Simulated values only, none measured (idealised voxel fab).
This section sets out a process module, namely voxel capacitor over wiring.
Section cut is 140 nm wide and gridded with 5 nm square cells.
Cross-section, as written here: a square-cell grid given band by band from the top down, where a band holds one or more rows of cells. In this notation a band is specified by the heights of its top and bottom, in that order and in nm, after which its materials appear from left to right, each paired with its width in nm. The word "everywhere" attached to a single material means that material fills the band from edge to edge; the word "blank" stands for empty space. Beneath 0, the wafer as received is one material, and that level is where height counting begins. The lowest band goes on downward without a bottom; it is written like "0 down". Width spec "30 to 40" -> top row of cells at first value, bottom row at second value, equal per-row change in between. For the purposes of this document, the phrase "nothing altered" attached to a step denotes that no cell within the cross-section was modified by that step. Voids not open to the top, 8 cells minimum: see "Voids lacking openings". Written width x height at distance; distance is from the left edge; nm. Heads up: the bit after the settings on a step's line is the simulator's remark on that step. overlay nm: right-of-plan distance of the mask on a masked step; negative values mean left-of-plan.

[This section lists the process steps that were planned]
1: RECEIVE | material Si
2: CONFORMAL_DEP | material SiO2 | thk nm 15
3: DIRECTIONAL_DEP | material TiN | thk nm 5
4: DIRECTIONAL_DEP | material W | thk nm 20
5: MASKED_ETCH | tone cover | mask id METAL_1 | width nm 20 | pitch nm 80 | etch materials W | depth nm 20 | overlay nm 0
6: MASKED_ETCH | tone cover | mask id METAL_1 | width nm 20 | pitch nm 80 | etch materials TiN | depth nm 5 | overlay nm 0
7: FILL_DEP | material lowk | thk nm 10
8: CMP | height nm 40
9: CONFORMAL_DEP | material SiCN | thk nm 5
10: DIRECTIONAL_DEP | material lowk | thk nm 10
11: PATTERN | tone open | mask id PLUG_1 | material resist | width nm 15 | thk nm 20 | overlay nm 0
12: DIRECTIONAL_ETCH | etch materials lowk | depth nm 10
13: DIRECTIONAL_ETCH | etch materials SiCN | depth nm 5
14: STRIP | etch materials resist
15: CONFORMAL_DEP | material TiN | thk nm 5
16: FILL_DEP | material Cu | thk nm 10
17: CMP | height nm 55
18: DIRECTIONAL_DEP | material TiN | thk nm 10
19: DIRECTIONAL_DEP | material Al2O3 | thk nm 5
20: DIRECTIONAL_DEP | material TiN | thk nm 10
21: PATTERN | tone cover | mask id UPPER_PLATE | material resist | width nm 65 | thk nm 20 | overlay nm 0
22: DIRECTIONAL_ETCH | etch materials TiN | depth nm 10
23: DIRECTIONAL_ETCH | etch materials Al2O3 | depth nm 5
24: STRIP | etch materials resist
25: PATTERN | tone cover | mask id LOWER_PLATE | material resist | width nm 75 | thk nm 20 | overlay nm 0
26: DIRECTIONAL_ETCH | etch materials TiN | depth nm 10
27: STRIP | etch materials resist
28: FILL_DEP | material SiO2 | thk nm 20
29: CMP | height nm 95
30: MASKED_ETCH | tone open | mask id PLUG_2 | width nm 15 | etch materials SiO2 | depth nm 15 | overlay nm 0
31: CONFORMAL_DEP | material TiN | thk nm 5
32: FILL_DEP | material Ru | thk nm 10
33: CMP | height nm 95
34: CONFORMAL_DEP | material SiCN | thk nm 5

[Cross-section of the incoming wafer, state after step 1]
- 0 down | Si everywhere
- Voids lacking openings: none

[First of two wafers, end-of-module section, run followed plan]
- 100 to 95 | SiCN everywhere
- 95 to 85 | 35 of SiO2, then 5 of TiN, then 5 of Ru, then 5 of TiN, then 90 of SiO2
- 85 to 80 | 35 of SiO2, then 15 of TiN, then 90 of SiO2
- 80 to 70 | 25 of SiO2, then 65 of TiN, then 50 of SiO2
- 70 to 65 | 25 of SiO2, then 65 of Al2O3, then 50 of SiO2
- 65 to 55 | 20 of SiO2, then 75 of TiN, then 45 of SiO2
- 55 to 45 | 25 of lowk, then 5 of TiN, then 5 of Cu, then 5 of TiN, then 100 of lowk
- 45 to 40 | 25 of SiCN, then 15 of TiN, then 100 of SiCN
- 40 to 20 | 20 of lowk, then 20 of W, then 60 of lowk, then 20 of W, then 20 of lowk
- 20 to 15 | 20 of lowk, then 20 of TiN, then 60 of lowk, then 20 of TiN, then 20 of lowk
- 15 to 0 | SiO2 everywhere
- 0 down | Si everywhere
- Voids lacking openings: none

[What the second wafer looks like in cross-section once the module is done. Its start and its plan matched the first wafer's exactly; what differed was one mistake in how it was run]
- 100 to 95 | TiN everywhere
- 95 to 85 | 35 of SiO2, then 5 of TiN, then 5 of Ru, then 5 of TiN, then 90 of SiO2
- 85 to 80 | 35 of SiO2, then 15 of TiN, then 90 of SiO2
- 80 to 70 | 25 of SiO2, then 65 of TiN, then 50 of SiO2
- 70 to 65 | 25 of SiO2, then 65 of Al2O3, then 50 of SiO2
- 65 to 55 | 20 of SiO2, then 75 of TiN, then 45 of SiO2
- 55 to 45 | 25 of lowk, then 5 of TiN, then 5 of Cu, then 5 of TiN, then 100 of lowk
- 45 to 40 | 25 of SiCN, then 15 of TiN, then 100 of SiCN
- 40 to 20 | 20 of lowk, then 20 of W, then 60 of lowk, then 20 of W, then 20 of lowk
- 20 to 15 | 20 of lowk, then 20 of TiN, then 60 of lowk, then 20 of TiN, then 20 of lowk
- 15 to 0 | SiO2 everywhere
- 0 down | Si everywhere
- Voids lacking openings: none
The plan and the run diverged here: planned and actual differ for step 34; actual: CONFORMAL_DEP | material TiN | thk nm 5
End of process, cell counts, second wafer against first, materials with more or fewer: SiCN -28; TiN +28
